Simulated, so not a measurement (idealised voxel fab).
Herein follows the process module entitled voxel fin reveal.
We display cut, a cross-section 245 nm in width whose square cells are each 5 nm.
Throughout this document, each cross-section is represented as a grid of square cells and is presented as a sequence of bands enumerated from the top downward, where a band comprises one or more rows of cells.
The band entry comprises the height of the band's top followed by the height of its bottom, expressed in nm, and subsequently the band's materials from left to right, each stated together with its width in nm. Where a single material is marked with the word "all across", that material fills the band from edge to edge. The word "air" represents empty space.
A quick word on heights: they are counted from 0, and under that level the wafer as it came to us is one material throughout. The lowest band is different from the rest in having no bottom; it simply continues downward, written as in "from 0 down".
It should be noted that a width expressed as "30->40" varies in equal increments from row to row of cells within the band, taking the value of the first number at the top row and that of the second number at the bottom row.
No cell of the cross-section changed in a step that is given as "identical to before".
Entry "Sealed cavities". Content: empty spaces with no open connection to the top, size 8 cells or greater. Each: width x height at distance. Distance: from left edge. Unit: nm.
What comes after the settings on a step's line is commentary from the simulator itself on that step.
overlay nm: for a step with a mask, the amount by which the mask lay right of where it was planned; a negative amount means left of it.

[Below is the list of planned process steps]
1,RECEIVE: material Si
2,CONFORMAL_DEP: material SiN, thk nm 5
3,MASKED_ETCH: tone cover, mask id FINS, width nm 15, pitch nm 45, etch materials SiN, depth nm 5, overlay nm 0
4,MASKED_ETCH: tone cover, mask id FINS, width nm 15, pitch nm 45, etch materials Si, depth nm 30, overlay nm 0
5,OXIDIZE: depth nm 5
6,FILL_DEP: material SiO2, thk nm 10
7,CMP: height nm 5
8,SELECTIVE_ETCH: etch materials SiO2, depth nm 20
9,STRIP: etch materials SiN
10,CONFORMAL_DEP: material HfO2, thk nm 5

[The cross-section here shows the wafer as received, i.e. in its state after step 1]
    from 0 down = Si all across
    Sealed cavities: none

[Sectioned view, first of two wafers, at the close of the module, processed as intended in the plan]
    from 5 to 0 = air 70 nm; HfO2 15 nm; air 30 nm; HfO2 15 nm; air 30 nm; HfO2 15 nm; air 70 nm
    from 0 to -10 = air 70 nm; HfO2 5 nm; Si 5 nm; HfO2 5 nm; air 30 nm; HfO2 5 nm; Si 5 nm; HfO2 5 nm; air 30 nm; HfO2 5 nm; Si 5 nm; HfO2 5 nm; air 70 nm
    from -10 to -15 = HfO2 75 nm; Si 5 nm; HfO2 40 nm; Si 5 nm; HfO2 40 nm; Si 5 nm; HfO2 75 nm
    from -15 to -35 = SiO2 75 nm; Si 5 nm; SiO2 40 nm; Si 5 nm; SiO2 40 nm; Si 5 nm; SiO2 75 nm
    from -35 down = Si all across
    Sealed cavities: none

[Cross-section at end of module for the second wafer of two, which matched the first in starting point and plan and differed by one mistake in its processing]
    from 5 to 0 = air 70 nm; HfO2 15 nm; air 30 nm; HfO2 15 nm; air 30 nm; HfO2 15 nm; air 70 nm
    from 0 to -10 = air 60 nm; HfO2 15->5 nm; Si 5->15 nm; HfO2 5 nm; air 20 nm; HfO2 15->5 nm; Si 5->15 nm; HfO2 5 nm; air 20 nm; HfO2 15->5 nm; Si 5->15 nm; HfO2 5 nm; air 70 nm
    from -10 to -15 = HfO2 65 nm; Si 15 nm; HfO2 30 nm; Si 15 nm; HfO2 30 nm; Si 15 nm; HfO2 75 nm
    from -15 to -35 = SiO2 65 nm; Si 15 nm; SiO2 30 nm; Si 15 nm; SiO2 30 nm; Si 15 nm; SiO2 75 nm
    from -35 down = Si all across
    Sealed cavities: none
Nonconformance to the process plan: planned and actual differ for step 4; actual: MASKED_ETCH: tone cover, mask id FINS, width nm 15, pitch nm 45, etch materials Si, depth nm 30, overlay nm -10
Heads up, by the end the second wafer has more or fewer cells of some materials compared to the first: Si +36 | SiO2 -24
